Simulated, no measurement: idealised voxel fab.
process module | voxel gate over fins
cross-section cut | 240 nm wide | cells 5 nm
A cross-section is a grid of square cells, given in bands from the top down. A band is one or more rows of cells.
Each band's line starts with the height of the band's top and of its bottom, in nm. Then come its materials from left to right, each with its width in nm. One material with "throughout" fills the band from edge to edge. "air" is empty space.
Height 0 is the level under which the wafer as received is all one material. The lowest band goes on downwards, as in "0 down".
A width such as "30 to 40" changes by the same amount from each row of cells to the next, from the band's top row to its bottom row.
"no change" after a step means that no cell of the cross-section changed.
closed voids: empty space of 8 cells or more with no open way to the top, each as width x height at its distance from the left edge, in nm
after a step's settings: what the simulator itself notes on the step
overlay nm, on a step with a mask: how far to the right of its planned place the mask lay; to the left if negative
plan
1 op RECEIVE | material Si
2 op CONFORMAL_DEP | material SiN | thk nm 5
3 op DIRECTIONAL_DEP | material aC | thk nm 15
4 op PATTERN | tone cover | mask id FINS | material resist | width nm 15 | pitch nm 50 | thk nm 30 | overlay nm 0
5 op DIRECTIONAL_ETCH | etch materials aC | depth nm 15
6 op STRIP | etch materials resist
7 op DIRECTIONAL_ETCH | etch materials SiN | depth nm 5
8 op DIRECTIONAL_ETCH | etch materials Si | depth nm 35
9 op STRIP | etch materials aC
10 op OXIDIZE | depth nm 5
11 op FILL_DEP | material SiO2 | thk nm 15
12 op CMP | height nm 5
13 op DIRECTIONAL_DEP | material aC | thk nm 10
14 op PATTERN | tone open | mask id RAIL | material resist | width nm 15 | thk nm 30 | overlay nm 0
15 op DIRECTIONAL_ETCH | etch materials aC | depth nm 10
16 op STRIP | etch materials resist
17 op DIRECTIONAL_ETCH | etch materials SiO2 | depth nm 35
18 op STRIP | etch materials aC
19 op CONFORMAL_DEP | material TiN | thk nm 5
20 op FILL_DEP | material W | thk nm 5
21 op CMP | height nm 5
22 op SELECTIVE_ETCH | etch materials W Ru TiN | depth nm 25
23 op FILL_DEP | material SiO2 | thk nm 5
24 op CMP | height nm 5
25 op SELECTIVE_ETCH | etch materials SiO2 | depth nm 15
26 op STRIP | etch materials SiN
27 op CONFORMAL_DEP | material HfO2 | thk nm 5
28 op CONFORMAL_DEP | material TiN | thk nm 5
29 op CONFORMAL_DEP | material TiAl | thk nm 5
30 op CONFORMAL_DEP | material TiN | thk nm 5
31 op FILL_DEP | material W | thk nm 15
32 op CMP | height nm 30
33 op CONFORMAL_DEP | material SiN | thk nm 10
first wafer, as planned
as received, after step 1
  0 down: Si throughout
  closed voids: none
after step 2
  5 to 0: SiN throughout
  below 0: unchanged
after step 3
  20 to 5: aC throughout
  below 5: unchanged
after step 4
  50 to 20: air 85 | resist 15 | air 35 | resist 15 | air 90
  below 20: unchanged
after step 5
  35 to 20: air 85 | resist 15 | air 35 | resist 15 | air 90
  20 to 5: air 85 | aC 15 | air 35 | aC 15 | air 90
  below 5: unchanged
after step 6
  20 to 5: air 85 | aC 15 | air 35 | aC 15 | air 90
  below 5: unchanged
after step 7
  20 to 5: air 85 | aC 15 | air 35 | aC 15 | air 90
  5 to 0: air 85 | SiN 15 | air 35 | SiN 15 | air 90
  below 0: unchanged
after step 8
  20 to 5: air 85 | aC 15 | air 35 | aC 15 | air 90
  5 to 0: air 85 | SiN 15 | air 35 | SiN 15 | air 90
  0 to -35: air 85 | Si 15 | air 35 | Si 15 | air 90
  below -35: unchanged
after step 9
  5 to 0: air 85 | SiN 15 | air 35 | SiN 15 | air 90
  below 0: unchanged
after step 10
  5 to 0: air 85 | SiN 15 | air 35 | SiN 15 | air 90
  0 to -35: air 85 | SiO2 5 | Si 5 | SiO2 5 | air 35 | SiO2 5 | Si 5 | SiO2 5 | air 90
  -35 to -40: SiO2 90 | Si 5 | SiO2 45 | Si 5 | SiO2 95
  below -40: unchanged
after step 11
  20 to 5: SiO2 throughout
  5 to 0: SiO2 85 | SiN 15 | SiO2 35 | SiN 15 | SiO2 90
  0 to -40: SiO2 90 | Si 5 | SiO2 45 | Si 5 | SiO2 95
  below -40: unchanged
after step 12
  5 to 0: SiO2 85 | SiN 15 | SiO2 35 | SiN 15 | SiO2 90
  below 0: unchanged
after step 13
  15 to 5: aC throughout
  below 5: unchanged
after step 14
  45 to 15: resist 110 | air 15 | resist 115
  below 15: unchanged
after step 15
  35 to 15: resist 110 | air 15 | resist 115
  15 to 5: aC 110 | air 15 | aC 115
  below 5: unchanged
after step 16
  15 to 5: aC 110 | air 15 | aC 115
  below 5: unchanged
after step 17
  15 to 5: aC 110 | air 15 | aC 115
  5 to 0: SiO2 85 | SiN 15 | SiO2 10 | air 15 | SiO2 10 | SiN 15 | SiO2 90
  0 to -30: SiO2 90 | Si 5 | SiO2 15 | air 15 | SiO2 15 | Si 5 | SiO2 95
  below -30: unchanged
after step 18
  5 to 0: SiO2 85 | SiN 15 | SiO2 10 | air 15 | SiO2 10 | SiN 15 | SiO2 90
  below 0: unchanged
after step 19
  10 to 5: TiN 115 | air 5 | TiN 120
  5 to 0: SiO2 85 | SiN 15 | SiO2 10 | TiN 5 | air 5 | TiN 5 | SiO2 10 | SiN 15 | SiO2 90
  0 to -25: SiO2 90 | Si 5 | SiO2 15 | TiN 5 | air 5 | TiN 5 | SiO2 15 | Si 5 | SiO2 95
  -25 to -30: SiO2 90 | Si 5 | SiO2 15 | TiN 15 | SiO2 15 | Si 5 | SiO2 95
  below -30: unchanged
after step 20
  15 to 10: W throughout
  10 to 5: TiN 115 | W 5 | TiN 120
  5 to 0: SiO2 85 | SiN 15 | SiO2 10 | TiN 5 | W 5 | TiN 5 | SiO2 10 | SiN 15 | SiO2 90
  0 to -25: SiO2 90 | Si 5 | SiO2 15 | TiN 5 | W 5 | TiN 5 | SiO2 15 | Si 5 | SiO2 95
  below -25: unchanged
after step 21
  5 to 0: SiO2 85 | SiN 15 | SiO2 10 | TiN 5 | W 5 | TiN 5 | SiO2 10 | SiN 15 | SiO2 90
  below 0: unchanged
after step 22
  5 to 0: SiO2 85 | SiN 15 | SiO2 10 | air 15 | SiO2 10 | SiN 15 | SiO2 90
  0 to -20: SiO2 90 | Si 5 | SiO2 15 | air 15 | SiO2 15 | Si 5 | SiO2 95
  below -20: unchanged
after step 23
  10 to 5: SiO2 throughout
  5 to 0: SiO2 85 | SiN 15 | SiO2 35 | SiN 15 | SiO2 90
  0 to -20: SiO2 90 | Si 5 | SiO2 45 | Si 5 | SiO2 95
  below -20: unchanged
after step 24
  5 to 0: SiO2 85 | SiN 15 | SiO2 35 | SiN 15 | SiO2 90
  below 0: unchanged
after step 25
  5 to 0: air 85 | SiN 15 | air 35 | SiN 15 | air 90
  0 to -10: air 90 | Si 5 | air 45 | Si 5 | air 95
  below -10: unchanged
after step 26
  0 to -10: air 90 | Si 5 | air 45 | Si 5 | air 95
  below -10: unchanged
after step 27
  5 to 0: air 85 | HfO2 15 | air 35 | HfO2 15 | air 90
  0 to -5: air 85 | HfO2 5 | Si 5 | HfO2 5 | air 35 | HfO2 5 | Si 5 | HfO2 5 | air 90
  -5 to -10: HfO2 90 | Si 5 | HfO2 45 | Si 5 | HfO2 95
  below -10: unchanged
after step 28
  10 to 5: air 80 | TiN 25 | air 25 | TiN 25 | air 85
  5 to 0: air 80 | TiN 5 | HfO2 15 | TiN 5 | air 25 | TiN 5 | HfO2 15 | TiN 5 | air 85
  0 to -5: TiN 85 | HfO2 5 | Si 5 | HfO2 5 | TiN 35 | HfO2 5 | Si 5 | HfO2 5 | TiN 90
  below -5: unchanged
after step 29
  15 to 10: air 75 | TiAl 35 | air 15 | TiAl 35 | air 80
  10 to 5: air 75 | TiAl 5 | TiN 25 | TiAl 5 | air 15 | TiAl 5 | TiN 25 | TiAl 5 | air 80
  5 to 0: TiAl 80 | TiN 5 | HfO2 15 | TiN 5 | TiAl 25 | TiN 5 | HfO2 15 | TiN 5 | TiAl 85
  below 0: unchanged
after step 30
  20 to 15: air 70 | TiN 45 | air 5 | TiN 45 | air 75
  15 to 10: air 70 | TiN 5 | TiAl 35 | TiN 5 | air 5 | TiN 5 | TiAl 35 | TiN 5 | air 75
  10 to 5: TiN 75 | TiAl 5 | TiN 25 | TiAl 5 | TiN 15 | TiAl 5 | TiN 25 | TiAl 5 | TiN 80
  below 5: unchanged
after step 31
  35 to 20: W throughout
  20 to 15: W 70 | TiN 45 | W 5 | TiN 45 | W 75
  15 to 10: W 70 | TiN 5 | TiAl 35 | TiN 5 | W 5 | TiN 5 | TiAl 35 | TiN 5 | W 75
  below 10: unchanged
after step 32
  30 to 20: W throughout
  below 20: unchanged
after step 33
  40 to 30: SiN throughout
  below 30: unchanged
second wafer: like start, like plan, one mistake. Through step 13 it matches the first wafer
when step 14 should have ended
  45 to 15: resist 100 | air 15 | resist 125
  below 15: unchanged
when step 15 should have ended
  35 to 15: resist 100 | air 15 | resist 125
  15 to 5: aC 100 | air 15 | aC 125
  below 5: unchanged
when step 16 should have ended
  15 to 5: aC 100 | air 15 | aC 125
  below 5: unchanged
when step 17 should have ended
  15 to 5: aC 100 | air 15 | aC 125
  5 to 0: SiO2 85 | SiN 15 | air 15 | SiO2 20 | SiN 15 | SiO2 90
  0 to -30: SiO2 90 | Si 5 | SiO2 5 | air 15 | SiO2 25 | Si 5 | SiO2 95
  below -30: unchanged
when step 18 should have ended
  5 to 0: SiO2 85 | SiN 15 | air 15 | SiO2 20 | SiN 15 | SiO2 90
  below 0: unchanged
when step 19 should have ended
  10 to 5: TiN 105 | air 5 | TiN 130
  5 to 0: SiO2 85 | SiN 15 | TiN 5 | air 5 | TiN 5 | SiO2 20 | SiN 15 | SiO2 90
  0 to -25: SiO2 90 | Si 5 | SiO2 5 | TiN 5 | air 5 | TiN 5 | SiO2 25 | Si 5 | SiO2 95
  -25 to -30: SiO2 90 | Si 5 | SiO2 5 | TiN 15 | SiO2 25 | Si 5 | SiO2 95
  below -30: unchanged
when step 20 should have ended
  15 to 10: W throughout
  10 to 5: TiN 105 | W 5 | TiN 130
  5 to 0: SiO2 85 | SiN 15 | TiN 5 | W 5 | TiN 5 | SiO2 20 | SiN 15 | SiO2 90
  0 to -25: SiO2 90 | Si 5 | SiO2 5 | TiN 5 | W 5 | TiN 5 | SiO2 25 | Si 5 | SiO2 95
  below -25: unchanged
when step 21 should have ended
  5 to 0: SiO2 85 | SiN 15 | TiN 5 | W 5 | TiN 5 | SiO2 20 | SiN 15 | SiO2 90
  below 0: unchanged
when step 22 should have ended
  5 to 0: SiO2 85 | SiN 15 | air 15 | SiO2 20 | SiN 15 | SiO2 90
  0 to -20: SiO2 90 | Si 5 | SiO2 5 | air 15 | SiO2 25 | Si 5 | SiO2 95
  below -20: unchanged
when step 23 should have ended
  10 to 5: SiO2 throughout
  5 to 0: SiO2 85 | SiN 15 | SiO2 35 | SiN 15 | SiO2 90
  0 to -20: SiO2 90 | Si 5 | SiO2 45 | Si 5 | SiO2 95
  below -20: unchanged
when step 24 should have ended
  5 to 0: SiO2 85 | SiN 15 | SiO2 35 | SiN 15 | SiO2 90
  below 0: unchanged
when step 25 should have ended
  5 to 0: air 85 | SiN 15 | air 35 | SiN 15 | air 90
  0 to -10: air 90 | Si 5 | air 45 | Si 5 | air 95
  below -10: unchanged
when step 26 should have ended
  0 to -10: air 90 | Si 5 | air 45 | Si 5 | air 95
  below -10: unchanged
when step 27 should have ended
  5 to 0: air 85 | HfO2 15 | air 35 | HfO2 15 | air 90
  0 to -5: air 85 | HfO2 5 | Si 5 | HfO2 5 | air 35 | HfO2 5 | Si 5 | HfO2 5 | air 90
  -5 to -10: HfO2 90 | Si 5 | HfO2 45 | Si 5 | HfO2 95
  below -10: unchanged
when step 28 should have ended
  10 to 5: air 80 | TiN 25 | air 25 | TiN 25 | air 85
  5 to 0: air 80 | TiN 5 | HfO2 15 | TiN 5 | air 25 | TiN 5 | HfO2 15 | TiN 5 | air 85
  0 to -5: TiN 85 | HfO2 5 | Si 5 | HfO2 5 | TiN 35 | HfO2 5 | Si 5 | HfO2 5 | TiN 90
  below -5: unchanged
when step 29 should have ended
  15 to 10: air 75 | TiAl 35 | air 15 | TiAl 35 | air 80
  10 to 5: air 75 | TiAl 5 | TiN 25 | TiAl 5 | air 15 | TiAl 5 | TiN 25 | TiAl 5 | air 80
  5 to 0: TiAl 80 | TiN 5 | HfO2 15 | TiN 5 | TiAl 25 | TiN 5 | HfO2 15 | TiN 5 | TiAl 85
  below 0: unchanged
when step 30 should have ended
  20 to 15: air 70 | TiN 45 | air 5 | TiN 45 | air 75
  15 to 10: air 70 | TiN 5 | TiAl 35 | TiN 5 | air 5 | TiN 5 | TiAl 35 | TiN 5 | air 75
  10 to 5: TiN 75 | TiAl 5 | TiN 25 | TiAl 5 | TiN 15 | TiAl 5 | TiN 25 | TiAl 5 | TiN 80
  below 5: unchanged
when step 31 should have ended
  35 to 20: W throughout
  20 to 15: W 70 | TiN 45 | W 5 | TiN 45 | W 75
  15 to 10: W 70 | TiN 5 | TiAl 35 | TiN 5 | W 5 | TiN 5 | TiAl 35 | TiN 5 | W 75
  below 10: unchanged
when step 32 should have ended
  30 to 20: W throughout
  below 20: unchanged
when step 33 should have ended
  40 to 30: SiN throughout
  below 30: unchanged
what went wrong: step 14 ran as: op PATTERN | tone open | mask id RAIL | material resist | width nm 15 | thk nm 30 | overlay nm -10
at the end the second wafer has, in cells: as many of each material as the first, in other places
